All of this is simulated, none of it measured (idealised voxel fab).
The name of this process module is voxel ribs on slabs.
We display cut, a cross-section 265 nm in width whose square cells are each 5 nm.
This document writes a cross-section as a grid whose cells are square, and gives it as bands, listed from the top down; one or more rows of cells form a band. Heights first: top, then bottom, in nm. Then materials, left to right, each with a width in nm. "all across" on a single material: fills the band edge to edge. "air": empty space. All heights in this document are referenced to 0, defined as the level beneath which the wafer, as received, consists entirely of one material. The lowest band is not bounded below; it extends indefinitely downward and is written in the form "0 and below". A two-number width, for instance "30 to 40", indicates that the width is equal to the first number in the top row of the band and to the second number in the bottom row, and that it changes by a constant amount per row of cells. Where the words "no alteration" appear for a step, the cross-section shows no cell changed by that step; every cell remained as before. "Sealed cavities" means: voids of 8 cells or more that are shut off from the top with no open way through. Written width x height at distance, distance from the left edge, in nm. Text after the settings on a step's line: the simulator's own remark on that step. overlay nm: step with mask; distance mask lay right of planned place; negative value = left of planned place.

STEPS IN THE PROCESS PLAN
1: RECEIVE with material Si
2: DIRECTIONAL_DEP with material SiO2, thk nm 30
3: DIRECTIONAL_DEP with material polySi, thk nm 20
4: PATTERN with tone cover, mask id RIB, material resist, width nm 25, thk nm 20, overlay nm 0
5: DIRECTIONAL_ETCH with etch materials polySi, depth nm 10
6: STRIP with etch materials resist
7: MASKED_ETCH with tone cover, mask id SLAB, width nm 65, etch materials polySi, depth nm 10, overlay nm 0
8: FILL_DEP with material SiO2, thk nm 15
9: CMP with height nm 60
10: DIRECTIONAL_DEP with material W, thk nm 5
11: MASKED_ETCH with tone cover, mask id HEATER, width nm 35, etch materials W, depth nm 5, overlay nm 0
12: CONFORMAL_DEP with material SiN, thk nm 10

CROSS-SECTION OF THE INCOMING WAFER, STATE AFTER STEP 1
- 0 and below | Si all across
- Sealed cavities: none

THE FIRST OF THE TWO WAFERS AS SEEN IN CROSS-SECTION ONCE THE MODULE WAS FINISHED; PROCESSING FOLLOWED THE PLAN
- 75 down to 70 | air: 105 | SiN: 55 | air: 105
- 70 down to 65 | SiN all across
- 65 down to 60 | SiN: 115 | W: 35 | SiN: 115
- 60 down to 50 | SiO2 all across
- 50 down to 40 | SiO2: 120 | polySi: 25 | SiO2: 120
- 40 down to 30 | SiO2: 100 | polySi: 65 | SiO2: 100
- 30 down to 0 | SiO2 all across
- 0 and below | Si all across
- Sealed cavities: none

SECOND WAFER THROUGH THE MODULE, SECTIONED AT THE END: SAME BEGINNING AND SAME PLAN AS THE FIRST WAFER, WITH ONE MISTAKE IN CARRYING IT OUT
- 75 down to 70 | air: 105 | SiN: 55 | air: 105
- 70 down to 65 | SiN all across
- 65 down to 60 | SiN: 115 | W: 35 | SiN: 115
- 60 down to 20 | SiO2 all across
- 20 down to 0 | polySi all across
- 0 and below | Si all across
- Sealed cavities: none
It is concluded that the wafer was processed incorrectly with respect to the plan, in that steps 2 and 3 of the plan were each performed in the slot designated for the other
It is noted that, at the conclusion of processing, the second wafer exhibits a higher or lower cell count for certain materials relative to the first: 176 fewer of SiO2 | 176 more of polySi
